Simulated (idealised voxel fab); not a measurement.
process module | voxel self aligned contacts
Section shown: cut. Width: 200 nm. Cell size: 5 nm, square.
This document writes a cross-section as a grid whose cells are square, and gives it as bands, listed from the top down; one or more rows of cells form a band.
What a band's entry tells you: where the top is and where the bottom is, as heights in nm, and after that what lies inside, material by material from left to right, each with its width in nm. Empty space is written as the word "empty", and a single material marked with the word "full width" occupies the band from edge to edge.
Heights are reckoned from 0. Under this level, the received wafer is all of one material. The bottommost band is open-ended downward, for example "from 0 down".
A width such as "30..40" changes by the same amount from each row of cells to the next, from the band's top row to its bottom row.
Basically "changes: none" means that step didn't change any cell in the cross-section.
Closed empty spaces (no open way to the top) of 8 cells or more are what "Fully closed voids" lists, each as width x height at distance from the left edge, nm for all three.
On a step's line, text after the settings is the simulator commenting on that step.
Each step line may optionally specify "overlay nm", which for a step with a mask gives the rightward distance between the mask's planned place and where it lay, a negative value indicating the leftward direction.

[So here's the lineup of process steps we planned]
1. RECEIVE | material Si
2. OXIDIZE | depth nm 5
3. DIRECTIONAL_DEP | material polySi | thk nm 30
4. DIRECTIONAL_DEP | material SiN | thk nm 25
5. MASKED_ETCH | tone cover | mask id GATE | width nm 25 | pitch nm 60 | etch materials SiN | depth nm 25 | overlay nm 0
6. MASKED_ETCH | tone cover | mask id GATE | width nm 25 | pitch nm 60 | etch materials polySi | depth nm 30 | overlay nm 0
7. CONFORMAL_DEP | material SiN | thk nm 10
8. DIRECTIONAL_ETCH | etch materials SiN | depth nm 10
9. FILL_DEP | material SiO2 | thk nm 15
10. CMP | height nm 65
11. MASKED_ETCH | tone open | mask id CONTACT | width nm 45 | pitch nm 60 | etch materials SiO2 | depth nm 70 | overlay nm 0
12. CONFORMAL_DEP | material TiN | thk nm 5
13. FILL_DEP | material W | thk nm 10
14. CMP | height nm 65
15. CONFORMAL_DEP | material SiCN | thk nm 5

[Incoming wafer in cross-section (state: after step 1)]
	from 0 down: Si full width
	Fully closed voids: none

[a wafer at the end: this start, this plan, one mistake]
	from 70 to 65: SiCN full width
	from 65 to 60: SiO2 15, SiN 45, TiN 5, W 5, TiN 5, SiN 45, TiN 5, W 5, TiN 5, SiN 45, SiO2 20
	from 60 to 35: SiO2 15, SiN 10, polySi 25, SiN 10, TiN 5, W 5, TiN 5, SiN 10, polySi 25, SiN 10, TiN 5, W 5, TiN 5, SiN 10, polySi 25, SiN 10, SiO2 20
	from 35 to 30: SiO2 15, SiN 10, polySi 25, SiN 10, TiN 15, SiN 10, polySi 25, SiN 10, TiN 15, SiN 10, polySi 25, SiN 10, SiO2 20
	from 30 to 0: polySi full width
	from 0 to -5: SiO2 full width
	from -5 down: Si full width
	Fully closed voids: none
Where did the run depart from the plan? plan step 3 was twice executed
